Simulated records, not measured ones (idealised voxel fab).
Process module in this document: voxel capacitor over wiring
Displayed cross-section: cut, width of 155 nm, square cells sized 5 nm.
Cross-section layout: square cells on a grid; listed as bands, top to bottom; a band spans one or more cell rows. A band entry consists of two parts. The first gives the height of the band's top and the height of its bottom, in nm. The rest lists the band's materials from left to right, each with its width in nm. A single material labelled with the word "everywhere" fills the band from edge to edge, and the word "empty" marks empty space. Zero point of the height axis is 0; under it, received wafer = one material. Lowest band: continues down indefinitely, "z 0 and below". You'd read "30..40" like this: the band's top row of cells is as wide as the first number, its bottom row is as wide as the second, and going down, every row changes width by the same amount as the row before did. Reading "everything unchanged" for a step: not a cell of the cross-section changed in it. So "Closed void list" is basically the list of trapped voids: any empty space of 8 cells or more that can't reach the top through an opening. They're written width x height at distance, the distance being from the left edge, and it's all nm. Note: text after step settings on the step line = simulator remark on that step. overlay nm: mask right of planned place by this much (step with mask). Neg. = left.

The steps planned for the process are as follows:
- 1: op RECEIVE | material Si
- 2: op CONFORMAL_DEP | material SiO2 | thk nm 15
- 3: op DIRECTIONAL_DEP | material TiN | thk nm 5
- 4: op DIRECTIONAL_DEP | material W | thk nm 15
- 5: op PATTERN | tone cover | mask id METAL_1 | material resist | width nm 25 | pitch nm 95 | thk nm 20 | overlay nm 0
- 6: op DIRECTIONAL_ETCH | etch materials W | depth nm 15
- 7: op DIRECTIONAL_ETCH | etch materials TiN | depth nm 5
- 8: op STRIP | etch materials resist
- 9: op FILL_DEP | material lowk | thk nm 5
- 10: op CMP | height nm 35
- 11: op CONFORMAL_DEP | material SiCN | thk nm 5
- 12: op DIRECTIONAL_DEP | material SiO2 | thk nm 20
- 13: op MASKED_ETCH | tone open | mask id PLUG_1 | width nm 15 | etch materials SiO2 | depth nm 20 | overlay nm 0
- 14: op MASKED_ETCH | tone open | mask id PLUG_1 | width nm 15 | etch materials SiCN | depth nm 5 | overlay nm 0
- 15: op CONFORMAL_DEP | material TiN | thk nm 5
- 16: op FILL_DEP | material Cu | thk nm 5
- 17: op CMP | height nm 60
- 18: op DIRECTIONAL_DEP | material TiN | thk nm 10
- 19: op DIRECTIONAL_DEP | material SiN | thk nm 5
- 20: op DIRECTIONAL_DEP | material TiN | thk nm 10
- 21: op MASKED_ETCH | tone cover | mask id UPPER_PLATE | width nm 75 | etch materials TiN | depth nm 10 | overlay nm 0
- 22: op MASKED_ETCH | tone cover | mask id UPPER_PLATE | width nm 75 | etch materials SiN | depth nm 5 | overlay nm 0
- 23: op MASKED_ETCH | tone cover | mask id LOWER_PLATE | width nm 85 | etch materials TiN | depth nm 10 | overlay nm 0
- 24: op FILL_DEP | material SiO2 | thk nm 15
- 25: op CMP | height nm 95
- 26: op PATTERN | tone open | mask id PLUG_2 | material resist | width nm 15 | thk nm 20 | overlay nm 0
- 27: op DIRECTIONAL_ETCH | etch materials SiO2 | depth nm 10
- 28: op STRIP | etch materials resist
- 29: op CONFORMAL_DEP | material TiN | thk nm 5
- 30: op FILL_DEP | material Ru | thk nm 5
- 31: op CMP | height nm 95
- 32: op CONFORMAL_DEP | material SiCN | thk nm 5

As-received wafer cross-section (after step 1):
* z 0 and below: Si everywhere
* Closed void list: none

First of two wafers, end-of-module section, run followed plan:
* z 100 to 95: SiCN everywhere
* z 95 to 90: 35 nm SiO2  5 nm TiN  5 nm Ru  5 nm TiN  105 nm SiO2
* z 90 to 85: 35 nm SiO2  15 nm TiN  105 nm SiO2
* z 85 to 75: 25 nm SiO2  75 nm TiN  55 nm SiO2
* z 75 to 70: 25 nm SiO2  75 nm SiN  55 nm SiO2
* z 70 to 60: 20 nm SiO2  85 nm TiN  50 nm SiO2
* z 60 to 40: 25 nm SiO2  5 nm TiN  5 nm Cu  5 nm TiN  115 nm SiO2
* z 40 to 35: 25 nm SiCN  15 nm TiN  115 nm SiCN
* z 35 to 20: 15 nm lowk  25 nm W  70 nm lowk  25 nm W  20 nm lowk
* z 20 to 15: 15 nm lowk  25 nm TiN  70 nm lowk  25 nm TiN  20 nm lowk
* z 15 to 0: SiO2 everywhere
* z 0 and below: Si everywhere
* Closed void list: none

Now the second wafer, cross-sectioned at the end of the module. Nothing different at the start, nothing different in the plan compared with the first, just one mistake when it was actually run:
* z 100 to 95: SiCN everywhere
* z 95 to 90: 35 nm SiO2  5 nm TiN  5 nm Ru  5 nm TiN  105 nm SiO2
* z 90 to 85: 35 nm SiO2  15 nm TiN  105 nm SiO2
* z 85 to 75: 25 nm SiO2  75 nm TiN  55 nm SiO2
* z 75 to 70: 25 nm SiO2  75 nm SiN  55 nm SiO2
* z 70 to 60: 20 nm SiO2  85 nm TiN  50 nm SiO2
* z 60 to 55: Cu everywhere
* z 55 to 50: 30 nm TiN  5 nm Cu  120 nm TiN
* z 50 to 40: 25 nm SiO2  5 nm TiN  5 nm Cu  5 nm TiN  115 nm SiO2
* z 40 to 35: 25 nm SiCN  15 nm TiN  115 nm SiCN
* z 35 to 20: 15 nm lowk  25 nm W  70 nm lowk  25 nm W  20 nm lowk
* z 20 to 15: 15 nm lowk  25 nm TiN  70 nm lowk  25 nm TiN  20 nm lowk
* z 15 to 0: SiO2 everywhere
* z 0 and below: Si everywhere
* Closed void list: none
Where did the run depart from the plan? step 12 ran as: op DIRECTIONAL_DEP | material SiO2 | thk nm 10
The closing comparison, in cells, has the second wafer with more or fewer of some materials than the first: 30 more of Cu, 56 fewer of SiO2, 26 more of TiN
